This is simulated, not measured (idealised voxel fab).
The document below concerns the process module designated voxel local oxidation.
FYI the section here is cut, 260 nm wide, cells are 5 nm squares.
When this document writes out a cross-section, it uses a grid of square cells and lists it as bands, beginning at the top and moving down, with a band standing for one or more rows of cells. Read a band's entry like this: the first values are the height of its top and the height of its bottom in nm, and what follows is the sequence of materials from left to right, each with its width in nm. Note that "blank" is empty space, and that a single material marked "throughout" reaches across the band from edge to edge. Height is counted from the level 0, under which the received wafer is composed throughout of one material. The lowest of the bands is not closed at the bottom but continues downward, in the notation "z 0 and below". A width such as "30->40" changes by the same amount from each row of cells to the next, from the band's top row to its bottom row. Key: "nothing altered" - step with no changed cell in the cross-section. In the "Voids, sealed" entry, you get each enclosed empty space of 8 cells or more, one with no open way to the top, written width x height at distance, distance from the left edge, in nm. It should be noted that, on the line of a given step, the content following the step's settings is a remark produced by the simulator itself with respect to that step. Among the settings permitted on a step's line is "overlay nm"; applied to a step with a mask, it specifies the extent to which the mask lay to the right of its planned position, whereas a negative figure signifies a position to the left.
These are the steps we planned for the process
1. RECEIVE (material Si)
2. CONFORMAL_DEP (material SiO2; thk nm 5)
3. CONFORMAL_DEP (material SiN; thk nm 10)
4. PATTERN (tone cover; mask id ACTIVE; material resist; width nm 105; pitch nm 125; thk nm 20; overlay nm 0)
5. DIRECTIONAL_ETCH (etch materials SiN; depth nm 10)
6. STRIP (etch materials resist)
7. SELECTIVE_ETCH (etch materials SiO2; depth nm 5)
8. OXIDIZE (depth nm 15)
9. STRIP (etch materials SiN)
Incoming wafer, cross-sectional view, post step 1
* z 0 and below | Si throughout
* Voids, sealed: none
First of two wafers, end-of-module section, run followed plan
* z 5 to 0 | 20 of blank  95 of SiO2  30 of blank  95 of SiO2  20 of blank
* z 0 to -15 | 35 of SiO2  65 of Si  60 of SiO2  65 of Si  35 of SiO2
* z -15 and below | Si throughout
* Voids, sealed: none
The second wafer, shown in cross-section after the module: started the same way as the first and given the same plan, yet one mistake crept into how it was run
* z 5 to 0 | 10 of SiO2  115 of blank  10 of SiO2  115 of blank  10 of SiO2
* z 0 to -15 | SiO2 throughout
* z -15 and below | Si throughout
* Voids, sealed: none
Against the plan, the run slipped here: step 4 was processed under conditions differing from the plan, specifically as PATTERN (tone open; mask id ACTIVE; material resist; width nm 105; pitch nm 125; thk nm 20; overlay nm 0)
Looking at both finished wafers in cells, the second ends up ahead of or behind the first on some materials: Si -78 | SiO2 +46
